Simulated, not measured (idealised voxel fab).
Process module name: voxel capacitor over wiring
Cross-sectional view cut (width: 170 nm; square cell size: 5 nm).
A cross-section is written here as square cells arranged in a grid, and it is given in bands from the top down, each band taking up one or more rows of cells. A band entry consists of two parts. The first gives the height of the band's top and the height of its bottom, in nm. The rest lists the band's materials from left to right, each with its width in nm. A single material labelled with the word "edge to edge" fills the band from edge to edge, and the word "blank" marks empty space. Beneath 0, the wafer as received is one material, and that level is where height counting begins. The lowest band goes on downward without a bottom; it is written like "0..down". You'd read "30->40" like this: the band's top row of cells is as wide as the first number, its bottom row is as wide as the second, and going down, every row changes width by the same amount as the row before did. Where the words "nothing altered" appear for a step, the cross-section shows no cell changed by that step; every cell remained as before. Empty spaces without an open route to the top, at least 8 cells in extent, make up the entry "Enclosed cavities"; each is given as width x height at distance, where the distance is measured from the left edge, and all are in nm. Whatever follows a step's settings on its line is a remark the simulator itself makes about that step. Steps that use a mask can have "overlay nm" on their line. It says how far the mask sat to the right of where it was meant to be. Negative means to the left.

The following list gives the planned process steps
1) RECEIVE, material Si
2) CONFORMAL_DEP, material SiO2, thk nm 10
3) CONFORMAL_DEP, material SiCN, thk nm 5
4) DIRECTIONAL_DEP, material SiO2, thk nm 25
5) DIRECTIONAL_DEP, material aC, thk nm 15
6) PATTERN, tone open, mask id METAL_1, material resist, width nm 30, pitch nm 85, thk nm 35, overlay nm 0
7) DIRECTIONAL_ETCH, etch materials aC, depth nm 15
8) STRIP, etch materials resist
9) DIRECTIONAL_ETCH, etch materials SiO2, depth nm 25
10) DIRECTIONAL_ETCH, etch materials SiCN, depth nm 5
11) STRIP, etch materials aC
12) CONFORMAL_DEP, material TiN, thk nm 5
13) FILL_DEP, material Ru, thk nm 10
14) CMP, height nm 40
15) CONFORMAL_DEP, material SiCN, thk nm 5
16) DIRECTIONAL_DEP, material lowk, thk nm 15
17) PATTERN, tone open, mask id PLUG_1, material resist, width nm 15, thk nm 20, overlay nm 0
18) DIRECTIONAL_ETCH, etch materials lowk, depth nm 15
19) DIRECTIONAL_ETCH, etch materials SiCN, depth nm 5
20) STRIP, etch materials resist
21) CONFORMAL_DEP, material TiN, thk nm 5
22) FILL_DEP, material Cu, thk nm 5
23) CMP, height nm 60
24) DIRECTIONAL_DEP, material TiN, thk nm 5
25) DIRECTIONAL_DEP, material Al2O3, thk nm 5
26) DIRECTIONAL_DEP, material TiN, thk nm 10
27) PATTERN, tone cover, mask id UPPER_PLATE, material resist, width nm 60, thk nm 20, overlay nm 0
28) DIRECTIONAL_ETCH, etch materials TiN, depth nm 10
29) DIRECTIONAL_ETCH, etch materials Al2O3, depth nm 5
30) STRIP, etch materials resist
31) DIRECTIONAL_DEP, material aC, thk nm 10
32) PATTERN, tone cover, mask id LOWER_PLATE, material resist, width nm 70, thk nm 25, overlay nm 0
33) DIRECTIONAL_ETCH, etch materials aC, depth nm 10
34) STRIP, etch materials resist
35) DIRECTIONAL_ETCH, etch materials TiN, depth nm 5
36) STRIP, etch materials aC
37) FILL_DEP, material SiO2, thk nm 20
38) CMP, height nm 95
39) DIRECTIONAL_DEP, material aC, thk nm 15
40) PATTERN, tone open, mask id PLUG_2, material resist, width nm 15, thk nm 35, overlay nm 0
41) DIRECTIONAL_ETCH, etch materials aC, depth nm 15
42) STRIP, etch materials resist
43) DIRECTIONAL_ETCH, etch materials SiO2, depth nm 15
44) STRIP, etch materials aC
45) CONFORMAL_DEP, material TiN, thk nm 5
46) FILL_DEP, material Cu, thk nm 5
47) CMP, height nm 95
48) CONFORMAL_DEP, material SiN, thk nm 5

Incoming wafer in cross-section (state: after step 1)
    0..down = Si edge to edge
    Enclosed cavities: none

Cross-sectional view of the first of the two wafers upon completion of the module, processed in accordance with the plan
    100..95 = SiN edge to edge
    95..85 = SiO2=50; TiN=5; Cu=5; TiN=5; SiO2=105
    85..80 = SiO2=50; TiN=15; SiO2=105
    80..70 = SiO2=40; TiN=60; SiO2=70
    70..65 = SiO2=40; Al2O3=60; SiO2=70
    65..60 = SiO2=35; TiN=70; SiO2=65
    60..45 = lowk=40; TiN=5; Cu=5; TiN=5; lowk=115
    45..40 = SiCN=40; TiN=15; SiCN=115
    40..15 = SiO2=25; TiN=5; Ru=20; TiN=5; SiO2=55; TiN=5; Ru=20; TiN=5; SiO2=30
    15..10 = SiCN=25; TiN=30; SiCN=55; TiN=30; SiCN=30
    10..0 = SiO2 edge to edge
    0..down = Si edge to edge
    Enclosed cavities: none

Wafer two cross-section, module end. Start and plan unchanged from wafer one; one mistake made during the run
    100..95 = SiN edge to edge
    95..85 = SiO2=50; TiN=5; Cu=5; TiN=5; SiO2=105
    85..80 = SiO2=50; TiN=15; SiO2=105
    80..75 = SiO2 edge to edge
    75..65 = SiO2=40; TiN=60; SiO2=70
    65..60 = SiO2=35; TiN=70; SiO2=65
    60..45 = lowk=40; TiN=5; Cu=5; TiN=5; lowk=115
    45..40 = SiCN=40; TiN=15; SiCN=115
    40..15 = SiO2=25; TiN=5; Ru=20; TiN=5; SiO2=55; TiN=5; Ru=20; TiN=5; SiO2=30
    15..10 = SiCN=25; TiN=30; SiCN=55; TiN=30; SiCN=30
    10..0 = SiO2 edge to edge
    0..down = Si edge to edge
    Enclosed cavities: none
Plan not followed: step 25 of the plan never got run, it was skipped over
Cell-count delta at end, second wafer over first, by material: 12 fewer of Al2O3; 12 more of SiO2
